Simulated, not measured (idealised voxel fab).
process module | voxel plated lines
cross-section cut | 300 nm wide | cells 5 nm
A cross-section is a grid of square cells, given in bands from the top down. A band is one or more rows of cells.
Each band's line starts with the height of the band's top and of its bottom, in nm. Then come its materials from left to right, each with its width in nm. One material with "throughout" fills the band from edge to edge. "air" is empty space.
Height 0 is the level under which the wafer as received is all one material. The lowest band goes on downwards, as in "0 down".
A width such as "30 to 40" changes by the same amount from each row of cells to the next, from the band's top row to its bottom row.
"no change" after a step means that no cell of the cross-section changed.
closed voids: empty space of 8 cells or more with no open way to the top, each as width x height at its distance from the left edge, in nm
after a step's settings: what the simulator itself notes on the step
overlay nm, on a step with a mask: how far to the right of its planned place the mask lay; to the left if negative
plan
1 op RECEIVE | material Si
2 op CONFORMAL_DEP | material Al2O3 | thk nm 5
3 op DIRECTIONAL_DEP | material TiN | thk nm 5
4 op PATTERN | tone open | mask id LINES | material resist | width nm 20 | pitch nm 35 | thk nm 25 | overlay nm 0
5 op EPI | material Ru | thk nm 10
6 op EPI | material Ru | thk nm 10
7 op STRIP | etch materials resist
8 op DIRECTIONAL_ETCH | etch materials TiN | depth nm 5
9 op CONFORMAL_DEP | material SiN | thk nm 5
as received, after step 1
  0 down: Si throughout
  closed voids: none
first wafer at the end, as planned
  35 to 30: air 80 | SiN 30 | air 5 | SiN 30 | air 5 | SiN 30 | air 5 | SiN 30 | air 85
  30 to 10: air 80 | SiN 5 | Ru 20 | SiN 5 | air 5 | SiN 5 | Ru 20 | SiN 5 | air 5 | SiN 5 | Ru 20 | SiN 5 | air 5 | SiN 5 | Ru 20 | SiN 5 | air 85
  10 to 5: SiN 85 | TiN 20 | SiN 15 | TiN 20 | SiN 15 | TiN 20 | SiN 15 | TiN 20 | SiN 90
  5 to 0: Al2O3 throughout
  0 down: Si throughout
  closed voids: none
second wafer at the end: like start, like plan, one mistake
  35 to 30: SiN 90 | air 10 | SiN 25 | air 10 | SiN 25 | air 10 | SiN 25 | air 10 | SiN 95
  30 to 10: Ru 85 | SiN 5 | air 10 | SiN 5 | Ru 15 | SiN 5 | air 10 | SiN 5 | Ru 15 | SiN 5 | air 10 | SiN 5 | Ru 15 | SiN 5 | air 10 | SiN 5 | Ru 90
  10 to 5: TiN 85 | SiN 20 | TiN 15 | SiN 20 | TiN 15 | SiN 20 | TiN 15 | SiN 20 | TiN 90
  5 to 0: Al2O3 throughout
  0 down: Si throughout
  closed voids: none
what went wrong: step 4 ran as: op PATTERN | tone cover | mask id LINES | material resist | width nm 20 | pitch nm 35 | thk nm 25 | overlay nm 0
at the end the second wafer has, in cells: 112 more of Ru | 28 more of TiN
